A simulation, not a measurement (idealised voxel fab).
A process module follows: voxel wiring stack.
Section cut is 240 nm wide and gridded with 5 nm square cells.
Cross-section format: a grid of square cells, given as bands from top to bottom; each band is one or more rows of cells.
Basically the band line says how high the top is and how high the bottom is, in nm, and then what's in it from left to right, every material with its width in nm. Empty space shows up as "empty", and if a single material carries "edge to edge" it runs the full band edge to edge.
Height is counted from the level 0, under which the received wafer is composed throughout of one material. The lowest of the bands is not closed at the bottom but continues downward, in the notation "z 0 and below".
The width entry "30..40" should be interpreted row by row: the top row of cells in the band takes the first number, the bottom row takes the second number, and the change between adjacent rows is uniform throughout.
"nothing changed" after a step means that no cell of the cross-section changed.
The label "Sealed void inventory" introduces a list of the empty spaces, 8 cells or larger, that have no open way up to the top; each entry in it reads width x height at distance, where the distance is taken from the left edge and all three are stated in nm.
Where a step's line continues beyond its settings, the continuation is a remark by the simulator itself on that step.
overlay nm: mask offset rightward from planned place, masked step; negative means leftward offset.
**Set out below are the planned steps of the process**
- 1: RECEIVE | material Si
- 2: CONFORMAL_DEP | material SiO2 | thk nm 10
- 3: DIRECTIONAL_DEP | material TiN | thk nm 5
- 4: DIRECTIONAL_DEP | material W | thk nm 25
- 5: MASKED_ETCH | tone cover | mask id METAL_1 | width nm 20 | pitch nm 40 | etch materials W | depth nm 25 | overlay nm 0
- 6: MASKED_ETCH | tone cover | mask id METAL_1 | width nm 20 | pitch nm 40 | etch materials TiN | depth nm 5 | overlay nm 0
- 7: FILL_DEP | material lowk | thk nm 5
- 8: CMP | height nm 40
- 9: CONFORMAL_DEP | material SiCN | thk nm 5
- 10: DIRECTIONAL_DEP | material lowk | thk nm 10
- 11: MASKED_ETCH | tone open | mask id PLUG_1 | width nm 15 | pitch nm 40 | etch materials lowk | depth nm 10 | overlay nm 0
- 12: MASKED_ETCH | tone open | mask id PLUG_1 | width nm 15 | pitch nm 40 | etch materials SiCN | depth nm 5 | overlay nm 0
- 13: EPI | material Ru | thk nm 10
- 14: EPI | material Ru | thk nm 5
- 15: CONFORMAL_DEP | material SiCN | thk nm 5
- 16: DIRECTIONAL_DEP | material lowk | thk nm 15
- 17: PATTERN | tone open | mask id METAL_2 | material resist | width nm 20 | pitch nm 40 | thk nm 15 | overlay nm 0
- 18: DIRECTIONAL_ETCH | etch materials lowk | depth nm 15
- 19: DIRECTIONAL_ETCH | etch materials SiCN | depth nm 5
- 20: STRIP | etch materials resist
- 21: CONFORMAL_DEP | material TiN | thk nm 5
- 22: FILL_DEP | material Cu | thk nm 10
- 23: CMP | height nm 75
- 24: EPI | material Ru | thk nm 5
- 25: FILL_DEP | material SiCN | thk nm 5
- 26: DIRECTIONAL_DEP | material lowk | thk nm 20
- 27: MASKED_ETCH | tone open | mask id PLUG_2 | width nm 15 | pitch nm 80 | etch materials lowk | depth nm 20 | overlay nm 0
- 28: MASKED_ETCH | tone open | mask id PLUG_2 | width nm 15 | pitch nm 80 | etch materials SiCN | depth nm 5 | overlay nm 0
- 29: EPI | material Ru | thk nm 10
- 30: EPI | material Ru | thk nm 10
- 31: EPI | material Ru | thk nm 5
- 32: CONFORMAL_DEP | material SiCN | thk nm 5
- 33: DIRECTIONAL_DEP | material lowk | thk nm 25
- 34: PATTERN | tone open | mask id METAL_3 | material resist | width nm 20 | pitch nm 40 | thk nm 20 | overlay nm 0
- 35: DIRECTIONAL_ETCH | etch materials lowk | depth nm 25
- 36: DIRECTIONAL_ETCH | etch materials SiCN | depth nm 5
- 37: STRIP | etch materials resist
- 38: CONFORMAL_DEP | material TiN | thk nm 5
- 39: FILL_DEP | material Ru | thk nm 10
- 40: CMP | height nm 135
- 41: CONFORMAL_DEP | material SiCN | thk nm 5
**First wafer of two (run as planned)**
**Cross-section of the incoming wafer, state after step 1**
> z 0 and below: Si edge to edge
> Sealed void inventory: none
**You're looking at a cross-section of the wafer after step 2**
> z 10 to 0: SiO2 edge to edge
> Note: structure below 0 unchanged.
**You're looking at a cross-section of the wafer after step 3**
> z 15 to 10: TiN edge to edge
> Note: structure below 10 unchanged.
**You're looking at a cross-section of the wafer after step 4**
> z 40 to 15: W edge to edge
> Note: structure below 15 unchanged.
**You're looking at a cross-section of the wafer after step 5**
> z 40 to 15: 50 empty  20 W  20 empty  20 W  20 empty  20 W  20 empty  20 W  50 empty
> Note: structure below 15 unchanged.
**You're looking at a cross-section of the wafer after step 6**
> z 40 to 15: 50 empty  20 W  20 empty  20 W  20 empty  20 W  20 empty  20 W  50 empty
> z 15 to 10: 50 empty  20 TiN  20 empty  20 TiN  20 empty  20 TiN  20 empty  20 TiN  50 empty
> Note: structure below 10 unchanged.
**You're looking at a cross-section of the wafer after step 7**
> z 45 to 40: lowk edge to edge
> z 40 to 15: 50 lowk  20 W  20 lowk  20 W  20 lowk  20 W  20 lowk  20 W  50 lowk
> z 15 to 10: 50 lowk  20 TiN  20 lowk  20 TiN  20 lowk  20 TiN  20 lowk  20 TiN  50 lowk
> Note: structure below 10 unchanged.
**You're looking at a cross-section of the wafer after step 8**
> z 40 to 15: 50 lowk  20 W  20 lowk  20 W  20 lowk  20 W  20 lowk  20 W  50 lowk
> Note: structure below 15 unchanged.
**You're looking at a cross-section of the wafer after step 9**
> z 45 to 40: SiCN edge to edge
> Note: structure below 40 unchanged.
**You're looking at a cross-section of the wafer after step 10**
> z 55 to 45: lowk edge to edge
> Note: structure below 45 unchanged.
**You're looking at a cross-section of the wafer after step 11**
> z 55 to 45: 50 lowk  15 empty  25 lowk  15 empty  25 lowk  15 empty  25 lowk  15 empty  55 lowk
> Note: structure below 45 unchanged.
**You're looking at a cross-section of the wafer after step 12**
> z 55 to 45: 50 lowk  15 empty  25 lowk  15 empty  25 lowk  15 empty  25 lowk  15 empty  55 lowk
> z 45 to 40: 50 SiCN  15 empty  25 SiCN  15 empty  25 SiCN  15 empty  25 SiCN  15 empty  55 SiCN
> Note: structure below 40 unchanged.
**You're looking at a cross-section of the wafer after step 13**
> z 55 to 50: 50 lowk  15 empty  25 lowk  15 empty  25 lowk  15 empty  25 lowk  15 empty  55 lowk
> z 50 to 45: 50 lowk  15 Ru  25 lowk  15 Ru  25 lowk  15 Ru  25 lowk  15 Ru  55 lowk
> z 45 to 40: 50 SiCN  15 Ru  25 SiCN  15 Ru  25 SiCN  15 Ru  25 SiCN  15 Ru  55 SiCN
> Note: structure below 40 unchanged.
**You're looking at a cross-section of the wafer after step 14**
> z 55 to 45: 50 lowk  15 Ru  25 lowk  15 Ru  25 lowk  15 Ru  25 lowk  15 Ru  55 lowk
> Note: structure below 45 unchanged.
**You're looking at a cross-section of the wafer after step 15**
> z 60 to 55: SiCN edge to edge
> Note: structure below 55 unchanged.
**You're looking at a cross-section of the wafer after step 16**
> z 75 to 60: lowk edge to edge
> Note: structure below 60 unchanged.
**You're looking at a cross-section of the wafer after step 17**
> z 90 to 75: 50 resist  20 empty  20 resist  20 empty  20 resist  20 empty  20 resist  20 empty  50 resist
> Note: structure below 75 unchanged.
**You're looking at a cross-section of the wafer after step 18**
> z 90 to 75: 50 resist  20 empty  20 resist  20 empty  20 resist  20 empty  20 resist  20 empty  50 resist
> z 75 to 60: 50 lowk  20 empty  20 lowk  20 empty  20 lowk  20 empty  20 lowk  20 empty  50 lowk
> Note: structure below 60 unchanged.
**You're looking at a cross-section of the wafer after step 19**
> z 90 to 75: 50 resist  20 empty  20 resist  20 empty  20 resist  20 empty  20 resist  20 empty  50 resist
> z 75 to 60: 50 lowk  20 empty  20 lowk  20 empty  20 lowk  20 empty  20 lowk  20 empty  50 lowk
> z 60 to 55: 50 SiCN  20 empty  20 SiCN  20 empty  20 SiCN  20 empty  20 SiCN  20 empty  50 SiCN
> Note: structure below 55 unchanged.
**You're looking at a cross-section of the wafer after step 20**
> z 75 to 60: 50 lowk  20 empty  20 lowk  20 empty  20 lowk  20 empty  20 lowk  20 empty  50 lowk
> Note: structure below 60 unchanged.
**You're looking at a cross-section of the wafer after step 21**
> z 80 to 75: 55 TiN  10 empty  30 TiN  10 empty  30 TiN  10 empty  30 TiN  10 empty  55 TiN
> z 75 to 60: 50 lowk  5 TiN  10 empty  5 TiN  20 lowk  5 TiN  10 empty  5 TiN  20 lowk  5 TiN  10 empty  5 TiN  20 lowk  5 TiN  10 empty  5 TiN  50 lowk
> z 60 to 55: 50 SiCN  20 TiN  20 SiCN  20 TiN  20 SiCN  20 TiN  20 SiCN  20 TiN  50 SiCN
> Note: structure below 55 unchanged.
**You're looking at a cross-section of the wafer after step 22**
> z 90 to 80: Cu edge to edge
> z 80 to 75: 55 TiN  10 Cu  30 TiN  10 Cu  30 TiN  10 Cu  30 TiN  10 Cu  55 TiN
> z 75 to 60: 50 lowk  5 TiN  10 Cu  5 TiN  20 lowk  5 TiN  10 Cu  5 TiN  20 lowk  5 TiN  10 Cu  5 TiN  20 lowk  5 TiN  10 Cu  5 TiN  50 lowk
> Note: structure below 60 unchanged.
**You're looking at a cross-section of the wafer after step 23**
> z 75 to 60: 50 lowk  5 TiN  10 Cu  5 TiN  20 lowk  5 TiN  10 Cu  5 TiN  20 lowk  5 TiN  10 Cu  5 TiN  20 lowk  5 TiN  10 Cu  5 TiN  50 lowk
> Note: structure below 60 unchanged.
**You're looking at a cross-section of the wafer after step 24**
> z 80 to 75: 45 empty  30 Ru  10 empty  30 Ru  10 empty  30 Ru  10 empty  30 Ru  45 empty
> Note: structure below 75 unchanged.
**You're looking at a cross-section of the wafer after step 25**
> z 85 to 80: SiCN edge to edge
> z 80 to 75: 45 SiCN  30 Ru  10 SiCN  30 Ru  10 SiCN  30 Ru  10 SiCN  30 Ru  45 SiCN
> Note: structure below 75 unchanged.
**You're looking at a cross-section of the wafer after step 26**
> z 105 to 85: lowk edge to edge
> Note: structure below 85 unchanged.
**You're looking at a cross-section of the wafer after step 27**
> z 105 to 85: 50 lowk  15 empty  65 lowk  15 empty  95 lowk
> Note: structure below 85 unchanged.
**You're looking at a cross-section of the wafer after step 28**
> z 105 to 85: 50 lowk  15 empty  65 lowk  15 empty  95 lowk
> z 85 to 80: 50 SiCN  15 empty  65 SiCN  15 empty  95 SiCN
> Note: structure below 80 unchanged.
**You're looking at a cross-section of the wafer after step 29**
> z 105 to 90: 50 lowk  15 empty  65 lowk  15 empty  95 lowk
> z 90 to 85: 50 lowk  15 Ru  65 lowk  15 Ru  95 lowk
> z 85 to 80: 50 SiCN  15 Ru  65 SiCN  15 Ru  95 SiCN
> Note: structure below 80 unchanged.
**You're looking at a cross-section of the wafer after step 30**
> z 105 to 100: 50 lowk  15 empty  65 lowk  15 empty  95 lowk
> z 100 to 85: 50 lowk  15 Ru  65 lowk  15 Ru  95 lowk
> Note: structure below 85 unchanged.
**You're looking at a cross-section of the wafer after step 31**
> z 105 to 85: 50 lowk  15 Ru  65 lowk  15 Ru  95 lowk
> Note: structure below 85 unchanged.
**You're looking at a cross-section of the wafer after step 32**
> z 110 to 105: SiCN edge to edge
> Note: structure below 105 unchanged.
**You're looking at a cross-section of the wafer after step 33**
> z 135 to 110: lowk edge to edge
> Note: structure below 110 unchanged.
**You're looking at a cross-section of the wafer after step 34**
> z 155 to 135: 50 resist  20 empty  20 resist  20 empty  20 resist  20 empty  20 resist  20 empty  50 resist
> Note: structure below 135 unchanged.
**You're looking at a cross-section of the wafer after step 35**
> z 155 to 135: 50 resist  20 empty  20 resist  20 empty  20 resist  20 empty  20 resist  20 empty  50 resist
> z 135 to 110: 50 lowk  20 empty  20 lowk  20 empty  20 lowk  20 empty  20 lowk  20 empty  50 lowk
> Note: structure below 110 unchanged.
**You're looking at a cross-section of the wafer after step 36**
> z 155 to 135: 50 resist  20 empty  20 resist  20 empty  20 resist  20 empty  20 resist  20 empty  50 resist
> z 135 to 110: 50 lowk  20 empty  20 lowk  20 empty  20 lowk  20 empty  20 lowk  20 empty  50 lowk
> z 110 to 105: 50 SiCN  20 empty  20 SiCN  20 empty  20 SiCN  20 empty  20 SiCN  20 empty  50 SiCN
> Note: structure below 105 unchanged.
**You're looking at a cross-section of the wafer after step 37**
> z 135 to 110: 50 lowk  20 empty  20 lowk  20 empty  20 lowk  20 empty  20 lowk  20 empty  50 lowk
> Note: structure below 110 unchanged.
**You're looking at a cross-section of the wafer after step 38**
> z 140 to 135: 55 TiN  10 empty  30 TiN  10 empty  30 TiN  10 empty  30 TiN  10 empty  55 TiN
> z 135 to 110: 50 lowk  5 TiN  10 empty  5 TiN  20 lowk  5 TiN  10 empty  5 TiN  20 lowk  5 TiN  10 empty  5 TiN  20 lowk  5 TiN  10 empty  5 TiN  50 lowk
> z 110 to 105: 50 SiCN  20 TiN  20 SiCN  20 TiN  20 SiCN  20 TiN  20 SiCN  20 TiN  50 SiCN
> Note: structure below 105 unchanged.
**You're looking at a cross-section of the wafer after step 39**
> z 150 to 140: Ru edge to edge
> z 140 to 135: 55 TiN  10 Ru  30 TiN  10 Ru  30 TiN  10 Ru  30 TiN  10 Ru  55 TiN
> z 135 to 110: 50 lowk  5 TiN  10 Ru  5 TiN  20 lowk  5 TiN  10 Ru  5 TiN  20 lowk  5 TiN  10 Ru  5 TiN  20 lowk  5 TiN  10 Ru  5 TiN  50 lowk
> Note: structure below 110 unchanged.
**You're looking at a cross-section of the wafer after step 40**
> z 135 to 110: 50 lowk  5 TiN  10 Ru  5 TiN  20 lowk  5 TiN  10 Ru  5 TiN  20 lowk  5 TiN  10 Ru  5 TiN  20 lowk  5 TiN  10 Ru  5 TiN  50 lowk
> Note: structure below 110 unchanged.
**You're looking at a cross-section of the wafer after step 41**
> z 140 to 135: SiCN edge to edge
> Note: structure below 135 unchanged.
**Okay, second wafer. Nothing different at the start, nothing different in the plan, just one mistake somewhere in the running. As far as step 16, counting that step, it's the first wafer all over again**
**Cross-section of the second wafer at the time step 17 of the plan should have ended**
> z 90 to 75: 60 resist  20 empty  20 resist  20 empty  20 resist  20 empty  20 resist  20 empty  40 resist
> Note: structure below 75 unchanged.
**Cross-section of the second wafer at the time step 18 of the plan should have ended**
> z 90 to 75: 60 resist  20 empty  20 resist  20 empty  20 resist  20 empty  20 resist  20 empty  40 resist
> z 75 to 60: 60 lowk  20 empty  20 lowk  20 empty  20 lowk  20 empty  20 lowk  20 empty  40 lowk
> Note: structure below 60 unchanged.
**Cross-section of the second wafer at the time step 19 of the plan should have ended**
> z 90 to 75: 60 resist  20 empty  20 resist  20 empty  20 resist  20 empty  20 resist  20 empty  40 resist
> z 75 to 60: 60 lowk  20 empty  20 lowk  20 empty  20 lowk  20 empty  20 lowk  20 empty  40 lowk
> z 60 to 55: 60 SiCN  20 empty  20 SiCN  20 empty  20 SiCN  20 empty  20 SiCN  20 empty  40 SiCN
> Note: structure below 55 unchanged.
**Cross-section of the second wafer at the time step 20 of the plan should have ended**
> z 75 to 60: 60 lowk  20 empty  20 lowk  20 empty  20 lowk  20 empty  20 lowk  20 empty  40 lowk
> Note: structure below 60 unchanged.
**Cross-section of the second wafer at the time step 21 of the plan should have ended**
> z 80 to 75: 65 TiN  10 empty  30 TiN  10 empty  30 TiN  10 empty  30 TiN  10 empty  45 TiN
> z 75 to 60: 60 lowk  5 TiN  10 empty  5 TiN  20 lowk  5 TiN  10 empty  5 TiN  20 lowk  5 TiN  10 empty  5 TiN  20 lowk  5 TiN  10 empty  5 TiN  40 lowk
> z 60 to 55: 60 SiCN  20 TiN  20 SiCN  20 TiN  20 SiCN  20 TiN  20 SiCN  20 TiN  40 SiCN
> Note: structure below 55 unchanged.
**Cross-section of the second wafer at the time step 22 of the plan should have ended**
> z 90 to 80: Cu edge to edge
> z 80 to 75: 65 TiN  10 Cu  30 TiN  10 Cu  30 TiN  10 Cu  30 TiN  10 Cu  45 TiN
> z 75 to 60: 60 lowk  5 TiN  10 Cu  5 TiN  20 lowk  5 TiN  10 Cu  5 TiN  20 lowk  5 TiN  10 Cu  5 TiN  20 lowk  5 TiN  10 Cu  5 TiN  40 lowk
> Note: structure below 60 unchanged.
**Cross-section of the second wafer at the time step 23 of the plan should have ended**
> z 75 to 60: 60 lowk  5 TiN  10 Cu  5 TiN  20 lowk  5 TiN  10 Cu  5 TiN  20 lowk  5 TiN  10 Cu  5 TiN  20 lowk  5 TiN  10 Cu  5 TiN  40 lowk
> Note: structure below 60 unchanged.
**Cross-section of the second wafer at the time step 24 of the plan should have ended**
> z 80 to 75: 55 empty  30 Ru  10 empty  30 Ru  10 empty  30 Ru  10 empty  30 Ru  35 empty
> Note: structure below 75 unchanged.
**Cross-section of the second wafer at the time step 25 of the plan should have ended**
> z 85 to 80: SiCN edge to edge
> z 80 to 75: 55 SiCN  30 Ru  10 SiCN  30 Ru  10 SiCN  30 Ru  10 SiCN  30 Ru  35 SiCN
> Note: structure below 75 unchanged.
**Cross-section of the second wafer at the time step 26 of the plan should have ended**
> z 105 to 85: lowk edge to edge
> Note: structure below 85 unchanged.
**Cross-section of the second wafer at the time step 27 of the plan should have ended**
> z 105 to 85: 50 lowk  15 empty  65 lowk  15 empty  95 lowk
> Note: structure below 85 unchanged.
**Cross-section of the second wafer at the time step 28 of the plan should have ended**
> z 105 to 85: 50 lowk  15 empty  65 lowk  15 empty  95 lowk
> z 85 to 80: 50 SiCN  15 empty  65 SiCN  15 empty  95 SiCN
> Note: structure below 80 unchanged.
**Cross-section of the second wafer at the time step 29 of the plan should have ended**
> z 105 to 90: 50 lowk  15 empty  65 lowk  15 empty  95 lowk
> z 90 to 85: 50 lowk  15 Ru  65 lowk  15 Ru  95 lowk
> z 85 to 80: 50 SiCN  15 Ru  65 SiCN  15 Ru  95 SiCN
> Note: structure below 80 unchanged.
**Cross-section of the second wafer at the time step 30 of the plan should have ended**
> z 105 to 100: 50 lowk  15 empty  65 lowk  15 empty  95 lowk
> z 100 to 85: 50 lowk  15 Ru  65 lowk  15 Ru  95 lowk
> Note: structure below 85 unchanged.
**Cross-section of the second wafer at the time step 31 of the plan should have ended**
> z 105 to 85: 50 lowk  15 Ru  65 lowk  15 Ru  95 lowk
> Note: structure below 85 unchanged.
**Cross-section of the second wafer at the time step 32 of the plan should have ended**
> z 110 to 105: SiCN edge to edge
> Note: structure below 105 unchanged.
**Cross-section of the second wafer at the time step 33 of the plan should have ended**
> z 135 to 110: lowk edge to edge
> Note: structure below 110 unchanged.
**Cross-section of the second wafer at the time step 34 of the plan should have ended**
> z 155 to 135: 50 resist  20 empty  20 resist  20 empty  20 resist  20 empty  20 resist  20 empty  50 resist
> Note: structure below 135 unchanged.
**Cross-section of the second wafer at the time step 35 of the plan should have ended**
> z 155 to 135: 50 resist  20 empty  20 resist  20 empty  20 resist  20 empty  20 resist  20 empty  50 resist
> z 135 to 110: 50 lowk  20 empty  20 lowk  20 empty  20 lowk  20 empty  20 lowk  20 empty  50 lowk
> Note: structure below 110 unchanged.
**Cross-section of the second wafer at the time step 36 of the plan should have ended**
> z 155 to 135: 50 resist  20 empty  20 resist  20 empty  20 resist  20 empty  20 resist  20 empty  50 resist
> z 135 to 110: 50 lowk  20 empty  20 lowk  20 empty  20 lowk  20 empty  20 lowk  20 empty  50 lowk
> z 110 to 105: 50 SiCN  20 empty  20 SiCN  20 empty  20 SiCN  20 empty  20 SiCN  20 empty  50 SiCN
> Note: structure below 105 unchanged.
**Cross-section of the second wafer at the time step 37 of the plan should have ended**
> z 135 to 110: 50 lowk  20 empty  20 lowk  20 empty  20 lowk  20 empty  20 lowk  20 empty  50 lowk
> Note: structure below 110 unchanged.
**Cross-section of the second wafer at the time step 38 of the plan should have ended**
> z 140 to 135: 55 TiN  10 empty  30 TiN  10 empty  30 TiN  10 empty  30 TiN  10 empty  55 TiN
> z 135 to 110: 50 lowk  5 TiN  10 empty  5 TiN  20 lowk  5 TiN  10 empty  5 TiN  20 lowk  5 TiN  10 empty  5 TiN  20 lowk  5 TiN  10 empty  5 TiN  50 lowk
> z 110 to 105: 50 SiCN  20 TiN  20 SiCN  20 TiN  20 SiCN  20 TiN  20 SiCN  20 TiN  50 SiCN
> Note: structure below 105 unchanged.
**Cross-section of the second wafer at the time step 39 of the plan should have ended**
> z 150 to 140: Ru edge to edge
> z 140 to 135: 55 TiN  10 Ru  30 TiN  10 Ru  30 TiN  10 Ru  30 TiN  10 Ru  55 TiN
> z 135 to 110: 50 lowk  5 TiN  10 Ru  5 TiN  20 lowk  5 TiN  10 Ru  5 TiN  20 lowk  5 TiN  10 Ru  5 TiN  20 lowk  5 TiN  10 Ru  5 TiN  50 lowk
> Note: structure below 110 unchanged.
**Cross-section of the second wafer at the time step 40 of the plan should have ended**
> z 135 to 110: 50 lowk  5 TiN  10 Ru  5 TiN  20 lowk  5 TiN  10 Ru  5 TiN  20 lowk  5 TiN  10 Ru  5 TiN  20 lowk  5 TiN  10 Ru  5 TiN  50 lowk
> Note: structure below 110 unchanged.
**Cross-section of the second wafer at the time step 41 of the plan should have ended**
> z 140 to 135: SiCN edge to edge
> Note: structure below 135 unchanged.
What broke from the plan during processing? step 17 did not use the planned setting and instead ran as PATTERN | tone open | mask id METAL_2 | material resist | width nm 20 | pitch nm 40 | thk nm 15 | overlay nm 10
So at the finish, the second wafer's got exactly as many cells of each material as the first, just not in the same spots.
